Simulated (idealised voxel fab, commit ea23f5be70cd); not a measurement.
process module | voxel wiring stack
cross-section cut | 295 nm wide | cells 5 nm
A cross-section is a grid of square cells, given in bands from the top down. A band is one or more rows of cells.
Each band's line starts with the height of the band's top and of its bottom, in nm. Then come its materials from left to right, each with its width in nm. One material with "throughout" fills the band from edge to edge. "air" is empty space.
Height 0 is the level under which the wafer as received is all one material. The lowest band goes on downwards, as in "0 down".
A width such as "30 to 40" changes by the same amount from each row of cells to the next, from the band's top row to its bottom row.
"no change" after a step means that no cell of the cross-section changed.
closed voids: empty space of 8 cells or more with no open way to the top, each as width x height at its distance from the left edge, in nm
after a step's settings: what the simulator itself notes on the step
overlay nm, on a step with a mask: how far to the right of its planned place the mask lay; to the left if negative
plan
1 op RECEIVE | material Si
2 op CONFORMAL_DEP | material SiO2 | thk nm 10
3 op DIRECTIONAL_DEP | material TiN | thk nm 5
4 op DIRECTIONAL_DEP | material Ru | thk nm 15
5 op PATTERN | tone cover | mask id METAL_1 | material resist | width nm 30 | pitch nm 60 | thk nm 20 | overlay nm 0
6 op DIRECTIONAL_ETCH | etch materials Ru | depth nm 15
7 op DIRECTIONAL_ETCH | etch materials TiN | depth nm 5
8 op STRIP | etch materials resist
9 op FILL_DEP | material SiO2 | thk nm 5
10 op CMP | height nm 30
11 op CONFORMAL_DEP | material SiCN | thk nm 5
12 op DIRECTIONAL_DEP | material SiO2 | thk nm 20
13 op MASKED_ETCH | tone open | mask id PLUG_1 | width nm 15 | pitch nm 120 | etch materials SiO2 | depth nm 20 | overlay nm 0
14 op MASKED_ETCH | tone open | mask id PLUG_1 | width nm 15 | pitch nm 120 | etch materials SiCN | depth nm 5 | overlay nm 0
15 op EPI | material Ru | thk nm 10
16 op EPI | material Ru | thk nm 10
17 op EPI | material Ru | thk nm 5
18 op DIRECTIONAL_DEP | material TiN | thk nm 5
19 op DIRECTIONAL_DEP | material Ru | thk nm 25
20 op MASKED_ETCH | tone cover | mask id METAL_2 | width nm 30 | pitch nm 60 | etch materials Ru | depth nm 25 | overlay nm 0
21 op MASKED_ETCH | tone cover | mask id METAL_2 | width nm 30 | pitch nm 60 | etch materials TiN | depth nm 5 | overlay nm 0
22 op CONFORMAL_DEP | material SiCN | thk nm 5
23 op FILL_DEP | material SiO2 | thk nm 5
24 op CMP | height nm 85
25 op CONFORMAL_DEP | material SiCN | thk nm 5
as received, after step 1
  0 down: Si throughout
  closed voids: none
a wafer at the end: this start, this plan, one mistake
  90 to 85: SiCN throughout
  85 to 65: SiO2 50 | SiCN 5 | Ru 15 | SiCN 5 | SiO2 20 | SiCN 5 | Ru 30 | SiCN 5 | SiO2 35 | SiCN 5 | Ru 15 | SiCN 5 | SiO2 20 | SiCN 5 | Ru 30 | SiCN 5 | SiO2 40
  65 to 60: SiO2 35 | SiCN 20 | Ru 15 | SiCN 5 | SiO2 20 | SiCN 5 | Ru 30 | SiCN 5 | SiO2 20 | SiCN 20 | Ru 15 | SiCN 5 | SiO2 20 | SiCN 5 | Ru 30 | SiCN 5 | SiO2 40
  60 to 55: SiCN 40 | Ru 15 | TiN 15 | SiCN 30 | TiN 30 | SiCN 30 | Ru 15 | TiN 15 | SiCN 30 | TiN 30 | SiCN 45
  55 to 35: SiO2 40 | Ru 15 | SiO2 105 | Ru 15 | SiO2 120
  35 to 30: SiCN 40 | TiN 15 | SiCN 105 | TiN 15 | SiCN 120
  30 to 25: SiO2 throughout
  25 to 10: SiO2 40 | Ru 30 | SiO2 30 | Ru 30 | SiO2 30 | Ru 30 | SiO2 30 | Ru 30 | SiO2 45
  10 to 0: SiO2 throughout
  0 down: Si throughout
  closed voids: none
what went wrong: step 3 was left out
